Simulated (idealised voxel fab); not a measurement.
voxel local oxidation: a process module
FYI the section here is cut, 290 nm wide, cells are 5 nm squares.
How to read a cross-section here: the picture is a grid of square cells, written as bands going from the top down, and any band can span one or more rows of cells. Band: top height; bottom height; in nm. Then, left to right: material with width in nm, for each material. "all across": a single material spanning edge to edge. "blank": empty space. Zero point of the height axis is 0; under it, received wafer = one material. Lowest band: continues down indefinitely, "z 0 and below". With a width like "30->40", each row of cells in the band differs from the next by the same amount, the top row carrying the first number and the bottom row the second. "remained the same" means the step left every cell of the cross-section as it was. Entry "Unvented cavities" = empty spaces >= 8 cells with no open way to the top; each as width x height at distance, distance from left edge, all nm. Anything after a step's settings on that line? It's the simulator's own note about the step. "overlay nm", when on a step's line for a step with a mask, measures how far to the right of its planned place the mask lay; a negative measure means to the left.

**The following list gives the planned process steps**
1,RECEIVE (material Si)
2,OXIDIZE (depth nm 5)
3,CONFORMAL_DEP (material SiN; thk nm 15)
4,DIRECTIONAL_DEP (material aC; thk nm 15)
5,PATTERN (tone cover; mask id ACTIVE; material resist; width nm 110; thk nm 35; overlay nm -15)
6,DIRECTIONAL_ETCH (etch materials aC; depth nm 15)
7,STRIP (etch materials resist)
8,DIRECTIONAL_ETCH (etch materials SiN; depth nm 15)
9,STRIP (etch materials aC)
10,SELECTIVE_ETCH (etch materials SiO2; depth nm 5)
11,OXIDIZE (depth nm 15)
12,STRIP (etch materials SiN)
Variable across wafers: step 5 overlay nm (plan value is that of the first wafer; starting state common to all).

**Cross-section, first of several wafers, as delivered after step 1**
z 0 and below | Si all across
Unvented cavities: none

**The following table contains a row per wafer, in which are reported, at the conclusion of the module, the cells of each material gained (+) or lost (-) since the wafer's receipt, with its closed voids given thereafter**
overlay nm -15 | -190 Si | +152 SiO2 | Unvented cavities: none
overlay nm -10 | -190 Si | +152 SiO2 | Unvented cavities: none
overlay nm -5 | -190 Si | +152 SiO2 | Unvented cavities: none
overlay nm 0 | -190 Si | +152 SiO2 | Unvented cavities: none
overlay nm 5 | -190 Si | +152 SiO2 | Unvented cavities: none
overlay nm 10 | -190 Si | +152 SiO2 | Unvented cavities: none
overlay nm 15 | -190 Si | +152 SiO2 | Unvented cavities: none
